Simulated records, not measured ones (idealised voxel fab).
process module | voxel lift off
cross-section cut | 190 nm wide | cells 5 nm
A cross-section is a grid of square cells, given in bands from the top down. A band is one or more rows of cells.
Each band's line starts with the height of the band's top and of its bottom, in nm. Then come its materials from left to right, each with its width in nm. One material with "throughout" fills the band from edge to edge. "air" is empty space.
Height 0 is the level under which the wafer as received is all one material. The lowest band goes on downwards, as in "0 down".
A width such as "30 to 40" changes by the same amount from each row of cells to the next, from the band's top row to its bottom row.
"no change" after a step means that no cell of the cross-section changed.
closed voids: empty space of 8 cells or more with no open way to the top, each as width x height at its distance from the left edge, in nm
after a step's settings: what the simulator itself notes on the step
overlay nm, on a step with a mask: how far to the right of its planned place the mask lay; to the left if negative
plan
1 op RECEIVE | material Si
2 op CONFORMAL_DEP | material Al2O3 | thk nm 15
3 op PATTERN | tone open | mask id LINES | material resist | width nm 20 | pitch nm 45 | thk nm 30 | overlay nm 0
4 op DIRECTIONAL_DEP | material Ru | thk nm 15
5 op STRIP | etch materials resist
6 op CONFORMAL_DEP | material SiCN | thk nm 10
first wafer, as planned
as received, after step 1
  0 down: Si throughout
  closed voids: none
after step 2
  15 to 0: Al2O3 throughout
  below 0: unchanged
after step 3
  45 to 15: resist 15 | air 20 | resist 25 | air 20 | resist 25 | air 20 | resist 25 | air 20 | resist 20
  below 15: unchanged
after step 4
  60 to 45: Ru 15 | air 20 | Ru 25 | air 20 | Ru 25 | air 20 | Ru 25 | air 20 | Ru 20
  45 to 30: resist 15 | air 20 | resist 25 | air 20 | resist 25 | air 20 | resist 25 | air 20 | resist 20
  30 to 15: resist 15 | Ru 20 | resist 25 | Ru 20 | resist 25 | Ru 20 | resist 25 | Ru 20 | resist 20
  below 15: unchanged
after step 5
  30 to 15: air 15 | Ru 20 | air 25 | Ru 20 | air 25 | Ru 20 | air 25 | Ru 20 | air 20
  below 15: unchanged
after step 6
  40 to 30: air 5 | SiCN 40 | air 5 | SiCN 40 | air 5 | SiCN 40 | air 5 | SiCN 40 | air 10
  30 to 25: air 5 | SiCN 10 | Ru 20 | SiCN 10 | air 5 | SiCN 10 | Ru 20 | SiCN 10 | air 5 | SiCN 10 | Ru 20 | SiCN 10 | air 5 | SiCN 10 | Ru 20 | SiCN 10 | air 10
  25 to 15: SiCN 15 | Ru 20 | SiCN 25 | Ru 20 | SiCN 25 | Ru 20 | SiCN 25 | Ru 20 | SiCN 20
  below 15: unchanged
second wafer: like start, like plan, one mistake. Through step 2 it matches the first wafer
when step 3 should have ended
  45 to 15: air 15 | resist 20 | air 25 | resist 20 | air 25 | resist 20 | air 25 | resist 20 | air 20
  below 15: unchanged
when step 4 should have ended
  60 to 45: air 15 | Ru 20 | air 25 | Ru 20 | air 25 | Ru 20 | air 25 | Ru 20 | air 20
  45 to 30: air 15 | resist 20 | air 25 | resist 20 | air 25 | resist 20 | air 25 | resist 20 | air 20
  30 to 15: Ru 15 | resist 20 | Ru 25 | resist 20 | Ru 25 | resist 20 | Ru 25 | resist 20 | Ru 20
  below 15: unchanged
when step 5 should have ended
  30 to 15: Ru 15 | air 20 | Ru 25 | air 20 | Ru 25 | air 20 | Ru 25 | air 20 | Ru 20
  below 15: unchanged
when step 6 should have ended
  40 to 30: SiCN throughout
  30 to 15: Ru 15 | SiCN 20 | Ru 25 | SiCN 20 | Ru 25 | SiCN 20 | Ru 25 | SiCN 20 | Ru 20
  below 15: unchanged
what went wrong: step 3 ran as: op PATTERN | tone cover | mask id LINES | material resist | width nm 20 | pitch nm 45 | thk nm 30 | overlay nm 0
at the end the second wafer has, in cells: 18 more of Ru
